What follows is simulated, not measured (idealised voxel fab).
Process module, titled voxel ribs on slabs
The cross-section on display is named cut; it measures 145 nm wide, and its cells are 5 nm squares.
We lay out every cross-section as a grid of square cells and spell it out in bands from the top down, where one band means one or more rows of cells.
A band entry consists of two parts. The first gives the height of the band's top and the height of its bottom, in nm. The rest lists the band's materials from left to right, each with its width in nm. A single material labelled with the word "throughout" fills the band from edge to edge, and the word "blank" marks empty space.
A quick word on heights: they are counted from 0, and under that level the wafer as it came to us is one material throughout. The lowest band is different from the rest in having no bottom; it simply continues downward, written as in "0 nm and below".
Width spec "30->40" -> top row of cells at first value, bottom row at second value, equal per-row change in between.
For the purposes of this document, the phrase "no change occurred" attached to a step denotes that no cell within the cross-section was modified by that step.
"Closed-off voids" contains a list of empty spaces, each no smaller than 8 cells and without an open way to the top, written in the form width x height at distance with the distance from the left edge and all three in nm.
It should be noted that, on the line of a given step, the content following the step's settings is a remark produced by the simulator itself with respect to that step.
overlay nm, on a step with a mask: how far to the right of its planned place the mask lay; to the left if negative

**Process steps (planned)**
step 1: RECEIVE: material Si
step 2: DIRECTIONAL_DEP: material SiO2, thk nm 30
step 3: DIRECTIONAL_DEP: material polySi, thk nm 20
step 4: DIRECTIONAL_DEP: material aC, thk nm 15
step 5: PATTERN: tone cover, mask id RIB, material resist, width nm 30, thk nm 35, overlay nm 0
step 6: DIRECTIONAL_ETCH: etch materials aC, depth nm 15
step 7: STRIP: etch materials resist
step 8: DIRECTIONAL_ETCH: etch materials polySi, depth nm 15
step 9: STRIP: etch materials aC
step 10: PATTERN: tone cover, mask id SLAB, material resist, width nm 90, thk nm 15, overlay nm 0
step 11: DIRECTIONAL_ETCH: etch materials polySi, depth nm 5
step 12: STRIP: etch materials resist
step 13: FILL_DEP: material SiO2, thk nm 25
step 14: CMP: height nm 70
step 15: DIRECTIONAL_DEP: material TiN, thk nm 5
step 16: PATTERN: tone cover, mask id HEATER, material resist, width nm 40, thk nm 15, overlay nm 0
step 17: DIRECTIONAL_ETCH: etch materials TiN, depth nm 5
step 18: STRIP: etch materials resist
step 19: CONFORMAL_DEP: material SiO2, thk nm 10

**This is the cross-section of the wafer as we received it, i.e. after step 1**
    0 nm and below: Si throughout
    Closed-off voids: none

**Starting wafer: above. Plan: above. Run: one mistake. Cross-section after the module: below**
    85 nm to 80 nm: blank 40 nm  SiO2 60 nm  blank 45 nm
    80 nm to 75 nm: SiO2 throughout
    75 nm to 70 nm: SiO2 50 nm  TiN 40 nm  SiO2 55 nm
    70 nm to 50 nm: SiO2 throughout
    50 nm to 45 nm: SiO2 25 nm  polySi 30 nm  SiO2 30 nm  polySi 30 nm  SiO2 30 nm
    45 nm to 35 nm: polySi 55 nm  SiO2 30 nm  polySi 60 nm
    35 nm to 30 nm: polySi throughout
    30 nm to 0 nm: SiO2 throughout
    0 nm and below: Si throughout
    Closed-off voids: none
Short version of what went wrong: step 5 ran with different settings than intended, the actual operation and settings being PATTERN: tone open, mask id RIB, material resist, width nm 30, thk nm 35, overlay nm 0
